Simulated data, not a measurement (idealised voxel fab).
process module | voxel lift off
Xsec cut, 210 nm wide, square cell size 5 nm.
Think of the cross-section as a grid of square cells. We describe it in bands, top to bottom, and each band covers one or more rows of those cells. Top, bottom (nm), then materials left to right with widths (nm); lone material tagged "everywhere" fills the whole band edge to edge; "empty" = empty space. The level at which height equals 0 is the one under which the wafer, as it arrives, is entirely one material. No lower edge exists for the bottom band, which continues downward and is notated as in "0 down". The two numbers in a width such as "30 to 40" mark its ends across the band: the first belongs to the top row of cells, the second to the bottom row, and from each row to the next the width moves by the same amount. When a step is marked "no change", none of the cells in the cross-section changed during that step. Empty spaces without an open route to the top, at least 8 cells in extent, make up the entry "Sealed void inventory"; each is given as width x height at distance, where the distance is measured from the left edge, and all are in nm. That trailing text on a step's line, after the settings, is the simulator's own remark on the step. The line of a step may include "overlay nm". On a step with a mask, this value is how far to the right of its planned place the mask lay. A negative value means the mask lay to the left.

**Intended process steps**
1,op RECEIVE | material Si
2,op CONFORMAL_DEP | material SiO2 | thk nm 5
3,op PATTERN | tone open | mask id LINES | material resist | width nm 20 | pitch nm 35 | thk nm 20 | overlay nm -15
4,op DIRECTIONAL_DEP | material Ru | thk nm 5
5,op STRIP | etch materials resist
6,op CONFORMAL_DEP | material SiCN | thk nm 10
Variable across wafers: step 3 overlay nm (plan value is that of the first wafer; starting state common to all).

**As received, i.e. after step 1: cross-section through the first of several wafers**
- 0 down: Si everywhere
- Sealed void inventory: none

**wafer rows; end of module; cells per material since receipt: (+) gained, (-) lost; then closed voids**
overlay nm -15; +12 Ru; +94 SiCN; +42 SiO2; Sealed void inventory: none
overlay nm -10; +12 Ru; +94 SiCN; +42 SiO2; Sealed void inventory: none
overlay nm -5; +12 Ru; +94 SiCN; +42 SiO2; Sealed void inventory: none
overlay nm 0; +12 Ru; +94 SiCN; +42 SiO2; Sealed void inventory: none
overlay nm 5; +12 Ru; +94 SiCN; +42 SiO2; Sealed void inventory: none
overlay nm 10; +12 Ru; +94 SiCN; +42 SiO2; Sealed void inventory: none
overlay nm 15; +12 Ru; +94 SiCN; +42 SiO2; Sealed void inventory: none
